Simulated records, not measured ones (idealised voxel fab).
Process module name: voxel wiring stack
cross-section cut | 260 nm wide | cells 5 nm
When this document writes out a cross-section, it uses a grid of square cells and lists it as bands, beginning at the top and moving down, with a band standing for one or more rows of cells. Top, bottom (nm), then materials left to right with widths (nm); lone material tagged "full width" fills the whole band edge to edge; "blank" = empty space. Heads up on the height convention: 0 is the point under which the incoming wafer is all one material, and the lowest band has no bottom, it just keeps going down, like "top 0, no bottom". Note: "30 to 40" means the width goes from the first number (top row of the band) to the second number (bottom row) in equal steps per row of cells. A step reported as "nothing got changed" is a step in which no cell of the cross-section changed. Any empty space of 8 cells or more lacking an open way to the top shows up in "Voids, sealed" as width x height at distance, distance from the left edge, in nm. Text after the settings on a step's line: the simulator's own remark on that step. overlay nm, on a step with a mask: how far to the right of its planned place the mask lay; to the left if negative.
# Process steps - plan
1,RECEIVE | material Si
2,CONFORMAL_DEP | material SiO2 | thk nm 10
3,DIRECTIONAL_DEP | material TiN | thk nm 5
4,DIRECTIONAL_DEP | material Ru | thk nm 20
5,PATTERN | tone cover | mask id METAL_1 | material resist | width nm 30 | pitch nm 50 | thk nm 20 | overlay nm 0
6,DIRECTIONAL_ETCH | etch materials Ru | depth nm 20
7,DIRECTIONAL_ETCH | etch materials TiN | depth nm 5
8,STRIP | etch materials resist
9,FILL_DEP | material SiO2 | thk nm 5
10,CMP | height nm 35
11,CONFORMAL_DEP | material SiCN | thk nm 5
12,DIRECTIONAL_DEP | material SiO2 | thk nm 10
13,DIRECTIONAL_DEP | material aC | thk nm 10
14,PATTERN | tone open | mask id PLUG_1 | material resist | width nm 15 | pitch nm 50 | thk nm 25 | overlay nm 0
15,DIRECTIONAL_ETCH | etch materials aC | depth nm 10
16,STRIP | etch materials resist
17,DIRECTIONAL_ETCH | etch materials SiO2 | depth nm 10
18,DIRECTIONAL_ETCH | etch materials SiCN | depth nm 5
19,STRIP | etch materials aC
20,EPI | material Ru | thk nm 10
21,EPI | material Ru | thk nm 5
22,DIRECTIONAL_DEP | material TiN | thk nm 5
23,DIRECTIONAL_DEP | material Ru | thk nm 25
24,DIRECTIONAL_DEP | material aC | thk nm 10
25,PATTERN | tone cover | mask id METAL_2 | material resist | width nm 30 | pitch nm 50 | thk nm 30 | overlay nm 0
26,DIRECTIONAL_ETCH | etch materials aC | depth nm 10
27,STRIP | etch materials resist
28,DIRECTIONAL_ETCH | etch materials Ru | depth nm 25
29,DIRECTIONAL_ETCH | etch materials TiN | depth nm 5
30,STRIP | etch materials aC
31,FILL_DEP | material SiO2 | thk nm 10
32,CMP | height nm 80
33,CONFORMAL_DEP | material SiCN | thk nm 5
34,DIRECTIONAL_DEP | material lowk | thk nm 25
35,DIRECTIONAL_DEP | material aC | thk nm 15
36,PATTERN | tone open | mask id METAL_3_HOLES | material resist | width nm 15 | pitch nm 50 | thk nm 35 | overlay nm 0
37,DIRECTIONAL_ETCH | etch materials aC | depth nm 15
38,STRIP | etch materials resist
39,DIRECTIONAL_ETCH | etch materials lowk | depth nm 25
40,STRIP | etch materials aC
41,DIRECTIONAL_DEP | material aC | thk nm 10
42,PATTERN | tone open | mask id METAL_3 | material resist | width nm 30 | pitch nm 50 | thk nm 25 | overlay nm 0
43,DIRECTIONAL_ETCH | etch materials aC | depth nm 10
44,STRIP | etch materials resist
45,DIRECTIONAL_ETCH | etch materials lowk | depth nm 15
46,DIRECTIONAL_ETCH | etch materials SiCN | depth nm 5
47,STRIP | etch materials aC
48,CONFORMAL_DEP | material TiN | thk nm 5
49,FILL_DEP | material Cu | thk nm 5
50,CMP | height nm 110
51,CONFORMAL_DEP | material SiCN | thk nm 5
52,DIRECTIONAL_DEP | material SiO2 | thk nm 15
53,DIRECTIONAL_DEP | material aC | thk nm 10
54,PATTERN | tone open | mask id PLUG_3 | material resist | width nm 15 | pitch nm 50 | thk nm 25 | overlay nm 0
55,DIRECTIONAL_ETCH | etch materials aC | depth nm 10
56,STRIP | etch materials resist
57,DIRECTIONAL_ETCH | etch materials SiO2 | depth nm 15
58,DIRECTIONAL_ETCH | etch materials SiCN | depth nm 5
59,STRIP | etch materials aC
60,EPI | material Ru | thk nm 10
61,EPI | material Ru | thk nm 10
62,DIRECTIONAL_DEP | material TiN | thk nm 5
63,DIRECTIONAL_DEP | material Ru | thk nm 20
64,MASKED_ETCH | tone cover | mask id METAL_4 | width nm 30 | pitch nm 50 | etch materials Ru | depth nm 20 | overlay nm 0
65,MASKED_ETCH | tone cover | mask id METAL_4 | width nm 30 | pitch nm 50 | etch materials TiN | depth nm 5 | overlay nm 0
66,FILL_DEP | material SiO2 | thk nm 5
67,CMP | height nm 155
68,CONFORMAL_DEP | material SiCN | thk nm 5
# Delivered wafer in cross-section: state after step 1
	top 0, no bottom = Si full width
	Voids, sealed: none
# The following cross-section depicts the wafer upon conclusion of the module. Processing commenced from the starting condition illustrated above and adhered to the plan illustrated above, save for one mistake in execution
	top 160, bottom 155 = SiCN full width
	top 155, bottom 135 = Ru=40 | SiO2=30 | Ru=20 | SiO2=30 | Ru=20 | SiO2=30 | Ru=20 | SiO2=30 | Ru=40
	top 135, bottom 130 = TiN full width
	top 130, bottom 115 = SiO2=40 | Ru=15 | SiO2=35 | Ru=15 | SiO2=35 | Ru=15 | SiO2=35 | Ru=15 | SiO2=55
	top 115, bottom 110 = SiCN=40 | Ru=15 | SiCN=35 | Ru=15 | SiCN=35 | Ru=15 | SiCN=35 | Ru=15 | SiCN=55
	top 110, bottom 100 = lowk=40 | TiN=5 | Cu=20 | TiN=5 | lowk=20 | TiN=5 | Cu=20 | TiN=5 | lowk=20 | TiN=5 | Cu=20 | TiN=5 | lowk=20 | TiN=5 | Cu=20 | TiN=5 | lowk=40
	top 100, bottom 95 = lowk=40 | TiN=5 | Cu=5 | TiN=20 | lowk=20 | TiN=5 | Cu=5 | TiN=20 | lowk=20 | TiN=5 | Cu=5 | TiN=20 | lowk=20 | TiN=5 | Cu=5 | TiN=20 | lowk=40
	top 95, bottom 85 = lowk=40 | TiN=5 | Cu=5 | TiN=5 | lowk=35 | TiN=5 | Cu=5 | TiN=5 | lowk=35 | TiN=5 | Cu=5 | TiN=5 | lowk=35 | TiN=5 | Cu=5 | TiN=5 | lowk=55
	top 85, bottom 80 = SiCN=40 | TiN=15 | SiCN=35 | TiN=15 | SiCN=35 | TiN=15 | SiCN=35 | TiN=15 | SiCN=55
	top 80, bottom 55 = SiO2=40 | Ru=30 | SiO2=20 | Ru=30 | SiO2=20 | Ru=30 | SiO2=20 | Ru=30 | SiO2=40
	top 55, bottom 50 = SiO2=40 | TiN=30 | SiO2=20 | TiN=30 | SiO2=20 | TiN=30 | SiO2=20 | TiN=30 | SiO2=40
	top 50, bottom 40 = SiO2=40 | Ru=15 | SiO2=35 | Ru=15 | SiO2=35 | Ru=15 | SiO2=35 | Ru=15 | SiO2=55
	top 40, bottom 35 = SiCN=40 | Ru=15 | SiCN=35 | Ru=15 | SiCN=35 | Ru=15 | SiCN=35 | Ru=15 | SiCN=55
	top 35, bottom 15 = SiO2=40 | Ru=30 | SiO2=20 | Ru=30 | SiO2=20 | Ru=30 | SiO2=20 | Ru=30 | SiO2=40
	top 15, bottom 10 = SiO2=40 | TiN=30 | SiO2=20 | TiN=30 | SiO2=20 | TiN=30 | SiO2=20 | TiN=30 | SiO2=40
	top 10, bottom 0 = SiO2 full width
	top 0, no bottom = Si full width
	Voids, sealed: none
Here's what went sideways: contrary to plan, step 64 was performed as MASKED_ETCH | tone open | mask id METAL_4 | width nm 30 | pitch nm 50 | etch materials Ru | depth nm 20 | overlay nm 0
